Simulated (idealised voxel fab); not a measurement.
The following is a process module called voxel fin reveal.
For reference, the cross-section in this document is cut, with width 275 nm and square cells of 5 nm.
For the purposes of this document, a cross-section shall be understood as a grid of square cells, specified as bands listed in top-to-bottom order, each band consisting of one or more rows of cells.
Basically the band line says how high the top is and how high the bottom is, in nm, and then what's in it from left to right, every material with its width in nm. Empty space shows up as "blank", and if a single material carries "all across" it runs the full band edge to edge.
Heights are reckoned from 0. Under this level, the received wafer is all of one material. The bottommost band is open-ended downward, for example "0 -> down".
The two numbers in a width such as "30->40" mark its ends across the band: the first belongs to the top row of cells, the second to the bottom row, and from each row to the next the width moves by the same amount.
No cell of the cross-section changed in a step that is given as "nothing different".
Empty spaces counting at least 8 cells and having no open way to the top are listed in "Tabulated closed voids". The notation width x height at distance is used for each, the distance being from the left edge and all three values in nm.
On each step's line, the part that comes after the settings is the simulator's own comment on the step.
overlay nm: on a step with a mask, how far right of its planned place the mask lay; negative means left.

# Process steps - plan
- 1: RECEIVE,material Si
- 2: CONFORMAL_DEP,material SiN,thk nm 5
- 3: PATTERN,tone cover,mask id FINS,material resist,width nm 15,pitch nm 35,thk nm 20,overlay nm 0
- 4: DIRECTIONAL_ETCH,etch materials SiN,depth nm 5
- 5: DIRECTIONAL_ETCH,etch materials Si,depth nm 40
- 6: STRIP,etch materials resist
- 7: OXIDIZE,depth nm 5
- 8: FILL_DEP,material SiO2,thk nm 15
- 9: CMP,height nm 5
- 10: SELECTIVE_ETCH,etch materials SiO2,depth nm 35
- 11: STRIP,etch materials SiN

# Cross-section, incoming material, after step 1
- 0 -> down | Si all across
- Tabulated closed voids: none

# First of two wafers, end-of-module section, run followed plan
- 0 -> -30 | blank 115 nm; Si 5 nm; blank 30 nm; Si 5 nm; blank 120 nm
- -30 -> -45 | SiO2 115 nm; Si 5 nm; SiO2 30 nm; Si 5 nm; SiO2 120 nm
- -45 -> down | Si all across
- Tabulated closed voids: none

# Cross-section, wafer two of two, end of module: same start and plan as wafer one, one error in execution
- 5 -> 0 | blank 110 nm; SiN 15 nm; blank 20 nm; SiN 15 nm; blank 115 nm
- 0 -> -30 | blank 115 nm; Si 5 nm; blank 30 nm; Si 5 nm; blank 120 nm
- -30 -> -45 | SiO2 115 nm; Si 5 nm; SiO2 30 nm; Si 5 nm; SiO2 120 nm
- -45 -> down | Si all across
- Tabulated closed voids: none
It is concluded that the wafer was processed incorrectly with respect to the plan, in that step 11 of the plan was jumped over and never run
Cell-count delta at end, second wafer over first, by material: +6 SiN
